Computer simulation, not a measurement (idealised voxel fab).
process module | voxel fin reveal
cross-section cut | 195 nm wide | cells 5 nm
A cross-section is a grid of square cells, given in bands from the top down. A band is one or more rows of cells.
Each band's line starts with the height of the band's top and of its bottom, in nm. Then come its materials from left to right, each with its width in nm. One material with "throughout" fills the band from edge to edge. "air" is empty space.
Height 0 is the level under which the wafer as received is all one material. The lowest band goes on downwards, as in "0 down".
A width such as "30 to 40" changes by the same amount from each row of cells to the next, from the band's top row to its bottom row.
"no change" after a step means that no cell of the cross-section changed.
closed voids: empty space of 8 cells or more with no open way to the top, each as width x height at its distance from the left edge, in nm
after a step's settings: what the simulator itself notes on the step
overlay nm, on a step with a mask: how far to the right of its planned place the mask lay; to the left if negative
plan
1 op RECEIVE | material Si
2 op CONFORMAL_DEP | material SiN | thk nm 10
3 op DIRECTIONAL_DEP | material aC | thk nm 10
4 op PATTERN | tone cover | mask id FINS | material resist | width nm 15 | pitch nm 40 | thk nm 30 | overlay nm 0
5 op DIRECTIONAL_ETCH | etch materials aC | depth nm 5
6 op STRIP | etch materials resist
7 op DIRECTIONAL_ETCH | etch materials SiN | depth nm 10
8 op DIRECTIONAL_ETCH | etch materials Si | depth nm 40
9 op STRIP | etch materials aC
10 op OXIDIZE | depth nm 5
11 op FILL_DEP | material SiO2 | thk nm 15
12 op CMP | height nm 10
13 op SELECTIVE_ETCH | etch materials SiO2 | depth nm 40
14 op STRIP | etch materials SiN
15 op CONFORMAL_DEP | material SiO2 | thk nm 5
varied across the wafers: depth nm of step 5. The plan shows the first wafer's value. All wafers start alike
first wafer as received, after step 1
  0 down: Si throughout
  closed voids: none
first wafer at the end, after step 15
  5 to 0: SiO2 throughout
  0 down: Si throughout
  closed voids: none
last wafer at the end
  5 to 0: air 70 | SiO2 15 | air 25 | SiO2 15 | air 70
  0 to -25: air 70 | SiO2 5 | Si 5 | SiO2 5 | air 25 | SiO2 5 | Si 5 | SiO2 5 | air 70
  -25 to -45: SiO2 75 | Si 5 | SiO2 35 | Si 5 | SiO2 75
  -45 down: Si throughout
  closed voids: none
each wafer at the end: cells of each material gained (+) or lost (-) since it was received, then its closed voids
depth nm 5 | +39 SiO2 | closed voids: none
depth nm 10 | -333 Si | +174 SiO2 | closed voids: none
depth nm 15 | -333 Si | +174 SiO2 | closed voids: none
depth nm 20 | -333 Si | +174 SiO2 | closed voids: none
depth nm 25 | -333 Si | +174 SiO2 | closed voids: none
